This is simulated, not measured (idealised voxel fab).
The process module that follows is named voxel ribs on slabs.
Square cell edge 5 nm, section width 295 nm, ID cut.
Cross-section spec: square-cell grid; bands listed top down; each band is one or more rows. Band: top and bottom heights (nm) first, top before bottom; then materials from left to right, widths in nm. "everywhere" marks a sole material filling the band edge to edge. "empty" denotes empty space. Convention: height 0 is the level below which the wafer, as received, is all one material. The lowest band does not terminate at the bottom but continues downward, represented as "z 0 and below". Width "30 to 40": first value at the band's top row of cells, second value at its bottom row, equal change from row to row. "no modification" after a step means that no cell of the cross-section changed. Closed-off voids of 8+ cells (no open route to the top) go in "Internal closed voids", written width x height at distance from the left edge, in nm. Past the settings on a step's line: simulator remark, on that step. overlay nm: on a step with a mask, how far right of its planned place the mask lay; negative means left.
-- The following list gives the planned process steps
1 op RECEIVE | material Si
2 op DIRECTIONAL_DEP | material SiO2 | thk nm 25
3 op DIRECTIONAL_DEP | material polySi | thk nm 15
4 op PATTERN | tone cover | mask id RIB | material resist | width nm 30 | thk nm 15 | overlay nm 0
5 op DIRECTIONAL_ETCH | etch materials polySi | depth nm 5
6 op STRIP | etch materials resist
7 op MASKED_ETCH | tone cover | mask id SLAB | width nm 60 | etch materials polySi | depth nm 10 | overlay nm 0
8 op FILL_DEP | material SiO2 | thk nm 20
9 op CMP | height nm 55
10 op DIRECTIONAL_DEP | material TiN | thk nm 5
11 op MASKED_ETCH | tone cover | mask id HEATER | width nm 40 | etch materials TiN | depth nm 5 | overlay nm 0
12 op CONFORMAL_DEP | material SiN | thk nm 5
-- The first of two wafers, run as planned
-- Cross-sectional view of the wafer in its as-received condition, corresponding to the state after step 1
* z 0 and below | Si everywhere
* Internal closed voids: none
-- after step 2
* z 25 to 0 | SiO2 everywhere
* below 0: unchanged
-- after step 3
* z 40 to 25 | polySi everywhere
* below 25: unchanged
-- after step 4
* z 55 to 40 | empty (130) / resist (30) / empty (135)
* below 40: unchanged
-- after step 5
* z 55 to 40 | empty (130) / resist (30) / empty (135)
* z 40 to 35 | empty (130) / polySi (30) / empty (135)
* below 35: unchanged
-- after step 6
* z 40 to 35 | empty (130) / polySi (30) / empty (135)
* below 35: unchanged
-- after step 7
* z 40 to 35 | empty (130) / polySi (30) / empty (135)
* z 35 to 25 | empty (115) / polySi (60) / empty (120)
* below 25: unchanged
-- after step 8
* z 60 to 40 | SiO2 everywhere
* z 40 to 35 | SiO2 (130) / polySi (30) / SiO2 (135)
* z 35 to 25 | SiO2 (115) / polySi (60) / SiO2 (120)
* below 25: unchanged
-- after step 9
* z 55 to 40 | SiO2 everywhere
* below 40: unchanged
-- after step 10
* z 60 to 55 | TiN everywhere
* below 55: unchanged
-- after step 11
* z 60 to 55 | empty (125) / TiN (40) / empty (130)
* below 55: unchanged
-- after step 12
* z 65 to 60 | empty (120) / SiN (50) / empty (125)
* z 60 to 55 | SiN (125) / TiN (40) / SiN (130)
* below 55: unchanged
-- Wafer two of the pair: same origin, same plan, one error during the run; identical to wafer one up to and including step 10
-- Second wafer at the planned finish of step 11, seen in cross-section
* z 60 to 55 | empty (135) / TiN (40) / empty (120)
* below 55: unchanged
-- Second wafer at the planned finish of step 12, seen in cross-section
* z 65 to 60 | empty (130) / SiN (50) / empty (115)
* z 60 to 55 | SiN (135) / TiN (40) / SiN (120)
* below 55: unchanged
The mistake made against the process plan was this: step 11, actual vs plan mismatch, actual run op MASKED_ETCH | tone cover | mask id HEATER | width nm 40 | etch materials TiN | depth nm 5 | overlay nm 10
At the end, the second wafer has the same number of cells of each material as the first, but those cells sit in other places.
